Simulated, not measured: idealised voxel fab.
Presented below is a process module, voxel tone inversion.
Cross-section cut spans 295 nm and uses square cells 5 nm in size.
Reading order for cross-sections: top band down to bottom band. Underlying form: a grid of square cells. Band size: one or more rows of cells. Per band: top height and bottom height in nm, followed by the left-to-right materials and their widths in nm; "throughout" marks a single material spanning edge to edge, "empty" marks empty space. Note: height 0 marks the level under which the wafer is uniformly one material as received. Lowest band unbounded below, written "0..down". With a width like "30..40", each row of cells in the band differs from the next by the same amount, the top row carrying the first number and the bottom row the second. Reading "no change occurred" for a step: not a cell of the cross-section changed in it. Heads up: "Completely sealed voids" only lists the empty pockets with no open path to the top that are 8 cells or more, and it writes them as width x height at distance, distance from the left edge, in nm. It should be noted that, on the line of a given step, the content following the step's settings is a remark produced by the simulator itself with respect to that step. The "overlay nm" setting may appear on a step's line; for a step that uses a mask, it gives how far to the right of its planned position the mask lay, and a negative value indicates the left.
**Intended process steps**
1. RECEIVE with material Si
2. CONFORMAL_DEP with material SiN, thk nm 5
3. DIRECTIONAL_DEP with material aC, thk nm 20
4. PATTERN with tone cover, mask id POSTS, material resist, width nm 15, pitch nm 30, thk nm 25, overlay nm 0
5. DIRECTIONAL_ETCH with etch materials aC, depth nm 20
6. STRIP with etch materials resist
7. FILL_DEP with material SiO2, thk nm 5
8. CMP with height nm 25
9. STRIP with etch materials aC
**Cross-section of the incoming wafer, state after step 1**
- 0..down | Si throughout
- Completely sealed voids: none
**Same starting wafer, same plan as above, one mistake in the execution; this is the cross-section at the end of the module**
- 25..5 | 100 of SiO2, then 15 of empty, then 15 of SiO2, then 15 of empty, then 15 of SiO2, then 15 of empty, then 120 of SiO2
- 5..0 | SiN throughout
- 0..down | Si throughout
- Completely sealed voids: none
Processing error: step 4 off recipe, ran as PATTERN with tone cover, mask id POSTS, material resist, width nm 15, pitch nm 30, thk nm 25, overlay nm -10
